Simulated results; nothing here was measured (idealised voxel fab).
Proc. module: voxel local oxidation
FYI the section here is cut, 240 nm wide, cells are 5 nm squares.
Heads up, the way a cross-section reads in here is a grid of square cells, handed over as bands from the top down, with every band being one or more rows of cells.
It is stipulated that each band's entry specify, in nanometres, the height of the top of the band and then that of its bottom, followed by the materials of the band in left-to-right sequence, each together with its width in nanometres. A single material marked by the word "full width" is understood to fill the band from edge to edge; the word "air" is understood to denote empty space.
Heights are reckoned from 0. Under this level, the received wafer is all of one material. The bottommost band is open-ended downward, for example "0..down".
Width "30..40": first value at the band's top row of cells, second value at its bottom row, equal change from row to row.
For the purposes of this document, the phrase "no alterations made" attached to a step denotes that no cell within the cross-section was modified by that step.
Entry "Fully closed voids" = empty spaces >= 8 cells with no open way to the top; each as width x height at distance, distance from left edge, all nm.
Heads up: the bit after the settings on a step's line is the simulator's remark on that step.
overlay nm: how far to the right of its planned place the mask lay on this masked step (negative: to the left).

## Process steps - plan
1 RECEIVE with material Si
2 CONFORMAL_DEP with material SiO2, thk nm 5
3 CONFORMAL_DEP with material SiN, thk nm 10
4 PATTERN with tone cover, mask id ACTIVE, material resist, width nm 95, thk nm 15, overlay nm 0
5 DIRECTIONAL_ETCH with etch materials SiN, depth nm 10
6 STRIP with etch materials resist
7 SELECTIVE_ETCH with etch materials SiO2, depth nm 5
8 OXIDIZE with depth nm 10
9 STRIP with etch materials SiN

## Wafer, first of two, run as planned

## Cross-section: wafer on arrival = after step 1
> 0..down: Si full width
> Fully closed voids: none

## Wafer xsec, post step 2
> 5..0: SiO2 full width
> Below 0, no change.

## Wafer xsec, post step 3
> 15..5: SiN full width
> Below 5, no change.

## Wafer xsec, post step 4
> 30..15: air 70 nm, then resist 95 nm, then air 75 nm
> Below 15, no change.

## Wafer xsec, post step 5
> 30..15: air 70 nm, then resist 95 nm, then air 75 nm
> 15..5: air 70 nm, then SiN 95 nm, then air 75 nm
> Below 5, no change.

## Wafer xsec, post step 6
> 15..5: air 70 nm, then SiN 95 nm, then air 75 nm
> Below 5, no change.

## Wafer xsec, post step 7
> 15..5: air 70 nm, then SiN 95 nm, then air 75 nm
> 5..0: air 75 nm, then SiO2 85 nm, then air 80 nm
> Below 0, no change.

## Wafer xsec, post step 8
> 15..5: air 70 nm, then SiN 95 nm, then air 75 nm
> 5..0: air 75 nm, then SiO2 85 nm, then air 80 nm
> 0..-10: SiO2 85 nm, then Si 65 nm, then SiO2 90 nm
> Below -10, no change.

## Wafer xsec, post step 9
> 5..0: air 75 nm, then SiO2 85 nm, then air 80 nm
> Below 0, no change.

## Okay, second wafer. Nothing different at the start, nothing different in the plan, just one mistake somewhere in the running. As far as step 3, counting that step, it's the first wafer all over again

## Cross-section: second wafer, time at which step 4 was scheduled to end
> 30..15: resist 70 nm, then air 95 nm, then resist 75 nm
> Below 15, no change.

## Cross-section: second wafer, time at which step 5 was scheduled to end
> 30..15: resist 70 nm, then air 95 nm, then resist 75 nm
> 15..5: SiN 70 nm, then air 95 nm, then SiN 75 nm
> Below 5, no change.

## Cross-section: second wafer, time at which step 6 was scheduled to end
> 15..5: SiN 70 nm, then air 95 nm, then SiN 75 nm
> Below 5, no change.

## Cross-section: second wafer, time at which step 7 was scheduled to end
> 15..5: SiN 70 nm, then air 95 nm, then SiN 75 nm
> 5..0: SiO2 65 nm, then air 105 nm, then SiO2 70 nm
> Below 0, no change.

## Cross-section: second wafer, time at which step 8 was scheduled to end
> 15..5: SiN 70 nm, then air 95 nm, then SiN 75 nm
> 5..0: SiO2 65 nm, then air 105 nm, then SiO2 70 nm
> 0..-10: Si 55 nm, then SiO2 125 nm, then Si 60 nm
> Below -10, no change.

## Cross-section: second wafer, time at which step 9 was scheduled to end
> 5..0: SiO2 65 nm, then air 105 nm, then SiO2 70 nm
> Below 0, no change.
Nonconformance to the process plan: not per plan at step 4, really ran PATTERN with tone open, mask id ACTIVE, material resist, width nm 95, thk nm 15, overlay nm 0
Looking at both finished wafers in cells, the second ends up ahead of or behind the first on some materials: Si +20 | SiO2 -10
